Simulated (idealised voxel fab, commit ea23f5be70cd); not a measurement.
The document below concerns the process module designated voxel released beams.
The cross-section on display is named cut; it measures 225 nm wide, and its cells are 5 nm squares.
Cross-section = grid of square cells, listed top down in bands; band = one or more rows.
The entry gives the band's vertical extent as a top height and a bottom height in nm, then its horizontal make-up as materials from left to right, each with a width in nm. "empty" stands for empty space; a single material marked "edge to edge" fills the band edge to edge.
Height 0 is the level under which the wafer as received is all one material. The lowest band goes on downwards, as in "0 and below".
Quick explanation for "30 to 40": the width changes in equal steps down the rows of cells, from the first number in the band's top row to the second number in its bottom row.
A step reported as "stayed the same" is a step in which no cell of the cross-section changed.
"Closed internal voids" enumerates empty spaces isolated from the top, with no open way to it, that contain at least 8 cells, giving each as width x height at distance from the left edge, all three in nm.
Anything after a step's settings on that line? It's the simulator's own note about the step.
The setting "overlay nm" may be written on the line of a step. When the step uses a mask, the value reports how far to the right of the planned place the mask lay, and a negative value reports that it lay to the left.
This section lists the process steps that were planned
1 RECEIVE [material Si]
2 CONFORMAL_DEP [material Al2O3] [thk nm 5]
3 DIRECTIONAL_DEP [material SiO2] [thk nm 15]
4 MASKED_ETCH [tone open] [mask id ANCHOR] [width nm 35] [etch materials SiO2] [depth nm 15] [overlay nm 0]
5 CONFORMAL_DEP [material SiN] [thk nm 10]
6 MASKED_ETCH [tone cover] [mask id BEAM] [width nm 100] [etch materials SiN] [depth nm 10] [overlay nm 0]
7 STRIP [etch materials SiO2]
Received-state cross-section, reflecting completion of step 1
> 0 and below  Si edge to edge
> Closed internal voids: none
First wafer at the end, as planned
> 30 down to 20  60 empty  15 SiN  15 empty  70 SiN  65 empty
> 20 down to 15  65 empty  10 SiN  15 empty  10 SiN  125 empty
> 15 down to 5  65 empty  35 SiN  125 empty
> 5 down to 0  Al2O3 edge to edge
> 0 and below  Si edge to edge
> Closed internal voids: none
Cross-sectional view: second of two wafers, end of module; start and plan identical to the first, one mistake in running
> 30 down to 20  60 empty  20 SiN  5 empty  75 SiN  65 empty
> 20 down to 15  70 empty  10 SiN  5 empty  10 SiN  130 empty
> 15 down to 5  70 empty  25 SiN  130 empty
> 5 down to 0  Al2O3 edge to edge
> 0 and below  Si edge to edge
> Closed internal voids: none
Want to know what went wrong? step 4 was run on a setting that differed from the plan, and what really ran there is MASKED_ETCH [tone open] [mask id ANCHOR] [width nm 25] [etch materials SiO2] [depth nm 15] [overlay nm 0]
When the process is done, the second wafer contains the same cell count of every material as the first wafer, but distributed over other locations.
